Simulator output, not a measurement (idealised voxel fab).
Name of the process module below: voxel released beams
For reference, the cross-section in this document is cut, with width 255 nm and square cells of 5 nm.
Cross-section = grid of square cells, listed top down in bands; band = one or more rows. This entry defines a band. It first specifies the height of the band's top and the height of its bottom in nm, and then specifies the band's materials from left to right, stating each material with its width in nm. The word "all across" identifies a single material that fills the band from edge to edge, while the word "empty" identifies empty space. Heights are measured from 0, the level below which the as-received wafer is all one material; the lowest band has no bottom and continues downward, written as in "0 and below". Top row gets the first number, bottom row gets the second, and each row in between changes by the same step: that is how a band width like "30..40" works. "remained the same" -> step changed no cross-section cell. Voids not open to the top, 8 cells minimum: see "Cavities, closed". Written width x height at distance; distance is from the left edge; nm. That trailing text on a step's line, after the settings, is the simulator's own remark on the step. overlay nm: on a step with a mask, how far right of its planned place the mask lay; negative means left.
The planned process steps are enumerated hereunder
step 1: RECEIVE with material Si
step 2: CONFORMAL_DEP with material SiN, thk nm 10
step 3: DIRECTIONAL_DEP with material SiO2, thk nm 15
step 4: DIRECTIONAL_DEP with material aC, thk nm 15
step 5: PATTERN with tone open, mask id ANCHOR, material resist, width nm 35, thk nm 30, overlay nm 0
step 6: DIRECTIONAL_ETCH with etch materials aC, depth nm 15
step 7: STRIP with etch materials resist
step 8: DIRECTIONAL_ETCH with etch materials SiO2, depth nm 15
step 9: STRIP with etch materials aC
step 10: CONFORMAL_DEP with material TiN, thk nm 15
step 11: MASKED_ETCH with tone cover, mask id BEAM, width nm 95, etch materials TiN, depth nm 15, overlay nm 0
step 12: STRIP with etch materials SiO2
Wafers differ in width nm at step 5; plan lists the first wafer's value; identical starting state.
This is how the first of several wafers looked in cross-section when it arrived, which is after step 1
  0 and below | Si all across
  Cavities, closed: none
Below, a row for every wafer. Read it as the end-of-module picture: for each material the wafer shows its cells gained (+) or lost (-) since it was received, and then its closed voids
width nm 35; +102 SiN; +75 TiN; Cavities, closed: none
width nm 40; +102 SiN; +75 TiN; Cavities, closed: none
width nm 45; +102 SiN; +75 TiN; Cavities, closed: none
width nm 50; +102 SiN; +75 TiN; Cavities, closed: none
width nm 55; +102 SiN; +75 TiN; Cavities, closed: none
width nm 60; +102 SiN; +75 TiN; Cavities, closed: none
